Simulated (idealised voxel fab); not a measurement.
The name of this process module is voxel self aligned vias.
The cross-section on display is named cut; it measures 210 nm wide, and its cells are 5 nm squares.
Each cross-section below is a grid of square cells, stated as bands in top-down order, with one or more rows of cells making up each band. Heights first: top, then bottom, in nm. Then materials, left to right, each with a width in nm. "edge to edge" on a single material: fills the band edge to edge. "empty": empty space. Heads up on the height convention: 0 is the point under which the incoming wafer is all one material, and the lowest band has no bottom, it just keeps going down, like "z 0 and below". The expression "30->40" gives the width at the extremes of the band, the first number at its top row of cells and the second at its bottom row, with the width changing by equal amounts from each row to the next in between. Key: "no change occurred" - step with no changed cell in the cross-section. Under "Sealed voids" you'll find the enclosed gaps, the ones with no way out to the top, that are 8 cells or bigger; each reads width x height at distance, with distance counted from the left edge, everything in nm. Whatever follows a step's settings on its line is a remark the simulator itself makes about that step. A step line may carry the setting "overlay nm", which, for steps involving a mask, states the distance by which the mask lay to the right of its intended position; negative values denote displacement to the left.
# List of planned process steps
- 1: op RECEIVE | material Si
- 2: op CONFORMAL_DEP | material SiO2 | thk nm 10
- 3: op CONFORMAL_DEP | material SiCN | thk nm 5
- 4: op DIRECTIONAL_DEP | material lowk | thk nm 20
- 5: op PATTERN | tone open | mask id LINES | material resist | width nm 30 | pitch nm 55 | thk nm 15 | overlay nm 0
- 6: op DIRECTIONAL_ETCH | etch materials lowk | depth nm 20
- 7: op STRIP | etch materials resist
- 8: op CONFORMAL_DEP | material TiN | thk nm 5
- 9: op FILL_DEP | material Ru | thk nm 10
- 10: op CMP | height nm 35
- 11: op SELECTIVE_ETCH | etch materials W Ru TiN | depth nm 5
- 12: op FILL_DEP | material SiN | thk nm 5
- 13: op CMP | height nm 35
- 14: op DIRECTIONAL_DEP | material lowk | thk nm 20
- 15: op MASKED_ETCH | tone open | mask id VIAS | width nm 40 | etch materials lowk | depth nm 20 | overlay nm 0
- 16: op MASKED_ETCH | tone open | mask id VIAS | width nm 40 | etch materials SiN | depth nm 5 | overlay nm 0
- 17: op CONFORMAL_DEP | material TiN | thk nm 5
- 18: op FILL_DEP | material W | thk nm 10
- 19: op CMP | height nm 55
- 20: op CONFORMAL_DEP | material SiN | thk nm 5
# Here's what the wafer looked like in cross-section when it arrived - that's after step 1
	z 0 and below  Si edge to edge
	Sealed voids: none
# First of two wafers: cross-section at end of module, run per plan
	z 60 to 55  SiN edge to edge
	z 55 to 40  55 of lowk, 5 of TiN, 30 of W, 5 of TiN, 115 of lowk
	z 40 to 35  55 of lowk, 10 of TiN, 20 of W, 10 of TiN, 115 of lowk
	z 35 to 30  60 of lowk, 30 of TiN, 25 of lowk, 30 of SiN, 65 of lowk
	z 30 to 20  60 of lowk, 5 of TiN, 20 of Ru, 5 of TiN, 25 of lowk, 5 of TiN, 20 of Ru, 5 of TiN, 65 of lowk
	z 20 to 15  60 of lowk, 30 of TiN, 25 of lowk, 30 of TiN, 65 of lowk
	z 15 to 10  SiCN edge to edge
	z 10 to 0  SiO2 edge to edge
	z 0 and below  Si edge to edge
	Sealed voids: none
# End-of-module cross-section of the second wafer: identical starting point and process plan to the first, with one processing mistake
	z 60 to 55  SiN edge to edge
	z 55 to 40  55 of lowk, 5 of TiN, 30 of W, 5 of TiN, 115 of lowk
	z 40 to 35  55 of lowk, 40 of TiN, 115 of lowk
	z 35 to 30  55 of SiN, 5 of TiN, 30 of lowk, 5 of TiN, 20 of SiN, 30 of lowk, 65 of SiN
	z 30 to 20  55 of Ru, 5 of TiN, 30 of lowk, 5 of TiN, 15 of Ru, 5 of TiN, 30 of lowk, 5 of TiN, 60 of Ru
	z 20 to 15  60 of TiN, 30 of lowk, 25 of TiN, 30 of lowk, 65 of TiN
	z 15 to 10  SiCN edge to edge
	z 10 to 0  SiO2 edge to edge
	z 0 and below  Si edge to edge
	Sealed voids: none
Short version of what went wrong: step 5 ran differently from the plan; actual operation with settings: op PATTERN | tone cover | mask id LINES | material resist | width nm 30 | pitch nm 55 | thk nm 15 | overlay nm 0
Cell-count delta at end, second wafer over first, by material: +36 Ru; +22 SiN; +18 TiN; -4 W; -72 lowk
